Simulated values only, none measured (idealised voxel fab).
The process module that follows is named voxel ribs on slabs.
cross-section cut | 160 nm wide | cells 5 nm
Reading order for cross-sections: top band down to bottom band. Underlying form: a grid of square cells. Band size: one or more rows of cells. Band entry format. Leading values: height of top, height of bottom, nm. Remainder: materials in left-to-right order, each with its width in nm. Special words: "all across" on a single material, which then fills the band edge to edge; "empty", empty space. Note: height 0 marks the level under which the wafer is uniformly one material as received. Lowest band unbounded below, written "0 and below". A two-number width, for instance "30..40", indicates that the width is equal to the first number in the top row of the band and to the second number in the bottom row, and that it changes by a constant amount per row of cells. "all unchanged" for a step: no cell of the cross-section changed in that step. What "Closed void table" gives you is every empty space of 8 cells or more that is cut off from the top. Each appears as width x height at distance, with the distance taken from the left edge and width, height and distance all in nm. Where a step's line continues beyond its settings, the continuation is a remark by the simulator itself on that step. overlay nm: mask offset rightward from planned place, masked step; negative means leftward offset.
-- plan
step 1: RECEIVE: material Si
step 2: DIRECTIONAL_DEP: material SiO2, thk nm 20
step 3: DIRECTIONAL_DEP: material SiN, thk nm 20
step 4: MASKED_ETCH: tone cover, mask id RIB, width nm 25, etch materials SiN, depth nm 10, overlay nm 0
step 5: PATTERN: tone cover, mask id SLAB, material resist, width nm 65, thk nm 20, overlay nm 0
step 6: DIRECTIONAL_ETCH: etch materials SiN, depth nm 10
step 7: STRIP: etch materials resist
step 8: FILL_DEP: material SiO2, thk nm 20
step 9: CMP: height nm 50
step 10: DIRECTIONAL_DEP: material TiN, thk nm 10
step 11: MASKED_ETCH: tone cover, mask id HEATER, width nm 35, etch materials TiN, depth nm 10, overlay nm 0
step 12: CONFORMAL_DEP: material SiN, thk nm 5
-- Shown in cross-section is the wafer as received, that is, as it stands after step 1
0 and below: Si all across
Closed void table: none
-- Final cross-section, module run with one mistake (start and plan as above)
65 down to 60: 50 of empty; 55 of SiN; 55 of empty
60 down to 55: 50 of empty; 5 of SiN; 45 of TiN; 5 of SiN; 55 of empty
55 down to 50: 55 of SiN; 45 of TiN; 60 of SiN
50 down to 40: SiO2 all across
40 down to 30: 65 of SiO2; 25 of SiN; 70 of SiO2
30 down to 20: 45 of SiO2; 65 of SiN; 50 of SiO2
20 down to 0: SiO2 all across
0 and below: Si all across
Closed void table: none
Misprocessing identified: for step 11, the planned setting was not used; the step was instead run as MASKED_ETCH: tone cover, mask id HEATER, width nm 45, etch materials TiN, depth nm 10, overlay nm 0
